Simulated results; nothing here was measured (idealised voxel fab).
process module | voxel self aligned contacts
cross-section cut | 240 nm wide | cells 5 nm
A cross-section is a grid of square cells, given in bands from the top down. A band is one or more rows of cells.
Each band's line starts with the height of the band's top and of its bottom, in nm. Then come its materials from left to right, each with its width in nm. One material with "throughout" fills the band from edge to edge. "air" is empty space.
Height 0 is the level under which the wafer as received is all one material. The lowest band goes on downwards, as in "0 down".
A width such as "30 to 40" changes by the same amount from each row of cells to the next, from the band's top row to its bottom row.
"no change" after a step means that no cell of the cross-section changed.
closed voids: empty space of 8 cells or more with no open way to the top, each as width x height at its distance from the left edge, in nm
after a step's settings: what the simulator itself notes on the step
overlay nm, on a step with a mask: how far to the right of its planned place the mask lay; to the left if negative
plan
1 op RECEIVE | material Si
2 op OXIDIZE | depth nm 5
3 op DIRECTIONAL_DEP | material polySi | thk nm 20
4 op DIRECTIONAL_DEP | material SiN | thk nm 20
5 op DIRECTIONAL_DEP | material aC | thk nm 10
6 op PATTERN | tone cover | mask id GATE | material resist | width nm 35 | pitch nm 75 | thk nm 25 | overlay nm 0
7 op DIRECTIONAL_ETCH | etch materials aC | depth nm 10
8 op STRIP | etch materials resist
9 op DIRECTIONAL_ETCH | etch materials SiN | depth nm 20
10 op DIRECTIONAL_ETCH | etch materials polySi | depth nm 20
11 op STRIP | etch materials aC
12 op CONFORMAL_DEP | material SiN | thk nm 10
13 op DIRECTIONAL_ETCH | etch materials SiN | depth nm 10
14 op FILL_DEP | material SiO2 | thk nm 10
15 op CMP | height nm 45
16 op MASKED_ETCH | tone open | mask id CONTACT | width nm 60 | etch materials SiO2 | depth nm 50 | overlay nm 0
17 op CONFORMAL_DEP | material TiN | thk nm 5
18 op FILL_DEP | material Ru | thk nm 5
19 op CMP | height nm 45
20 op CONFORMAL_DEP | material SiCN | thk nm 5
as received, after step 1
  0 down: Si throughout
  closed voids: none
a wafer at the end: this start, this plan, one mistake
  50 to 45: SiCN throughout
  45 to 40: SiO2 90 | TiN 35 | Ru 10 | TiN 15 | SiO2 90
  40 to 20: SiO2 65 | SiN 55 | TiN 5 | Ru 10 | TiN 5 | SiN 55 | SiO2 45
  20 to 0: SiO2 65 | SiN 10 | polySi 35 | SiN 10 | TiN 5 | Ru 10 | TiN 5 | SiN 10 | polySi 35 | SiN 10 | SiO2 45
  0 to -5: SiO2 120 | TiN 20 | SiO2 100
  -5 down: Si throughout
  closed voids: none
what went wrong: step 6 ran as: op PATTERN | tone cover | mask id GATE | material resist | width nm 35 | pitch nm 75 | thk nm 25 | overlay nm 10
